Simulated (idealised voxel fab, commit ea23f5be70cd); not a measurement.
process module | voxel gate over fins
cross-section cut | 230 nm wide | cells 5 nm
A cross-section is a grid of square cells, given in bands from the top down. A band is one or more rows of cells.
Each band's line starts with the height of the band's top and of its bottom, in nm. Then come its materials from left to right, each with its width in nm. One material with "throughout" fills the band from edge to edge. "air" is empty space.
Height 0 is the level under which the wafer as received is all one material. The lowest band goes on downwards, as in "0 down".
A width such as "30 to 40" changes by the same amount from each row of cells to the next, from the band's top row to its bottom row.
"no change" after a step means that no cell of the cross-section changed.
closed voids: empty space of 8 cells or more with no open way to the top, each as width x height at its distance from the left edge, in nm
after a step's settings: what the simulator itself notes on the step
overlay nm, on a step with a mask: how far to the right of its planned place the mask lay; to the left if negative
plan
1 op RECEIVE | material Si
2 op CONFORMAL_DEP | material SiN | thk nm 5
3 op DIRECTIONAL_DEP | material aC | thk nm 10
4 op PATTERN | tone cover | mask id FINS | material resist | width nm 15 | pitch nm 45 | thk nm 25 | overlay nm -15
5 op DIRECTIONAL_ETCH | etch materials aC | depth nm 10
6 op STRIP | etch materials resist
7 op DIRECTIONAL_ETCH | etch materials SiN | depth nm 5
8 op DIRECTIONAL_ETCH | etch materials Si | depth nm 35
9 op STRIP | etch materials aC
10 op OXIDIZE | depth nm 5
11 op FILL_DEP | material SiO2 | thk nm 15
12 op CMP | height nm 5
13 op SELECTIVE_ETCH | etch materials SiO2 | depth nm 20
14 op STRIP | etch materials SiN
15 op CONFORMAL_DEP | material HfO2 | thk nm 5
16 op CONFORMAL_DEP | material TiN | thk nm 5
17 op FILL_DEP | material W | thk nm 15
18 op CMP | height nm 20
19 op CONFORMAL_DEP | material SiN | thk nm 5
varied across the wafers: overlay nm of step 4. The plan shows the first wafer's value. All wafers start alike
first wafer as received, after step 1
  0 down: Si throughout
  closed voids: none
each wafer at the end: cells of each material gained (+) or lost (-) since it was received, then its closed voids
overlay nm -15 | +64 HfO2 | -344 Si | +46 SiN | +215 SiO2 | +64 TiN | +185 W | closed voids: none
overlay nm -10 | +64 HfO2 | -344 Si | +46 SiN | +215 SiO2 | +64 TiN | +185 W | closed voids: none
overlay nm -5 | +64 HfO2 | -344 Si | +46 SiN | +215 SiO2 | +64 TiN | +185 W | closed voids: none
overlay nm 0 | +64 HfO2 | -344 Si | +46 SiN | +215 SiO2 | +64 TiN | +185 W | closed voids: none
overlay nm 5 | +64 HfO2 | -344 Si | +46 SiN | +215 SiO2 | +64 TiN | +185 W | closed voids: none
overlay nm 10 | +64 HfO2 | -344 Si | +46 SiN | +215 SiO2 | +64 TiN | +185 W | closed voids: none
overlay nm 15 | +64 HfO2 | -344 Si | +46 SiN | +215 SiO2 | +64 TiN | +185 W | closed voids: none
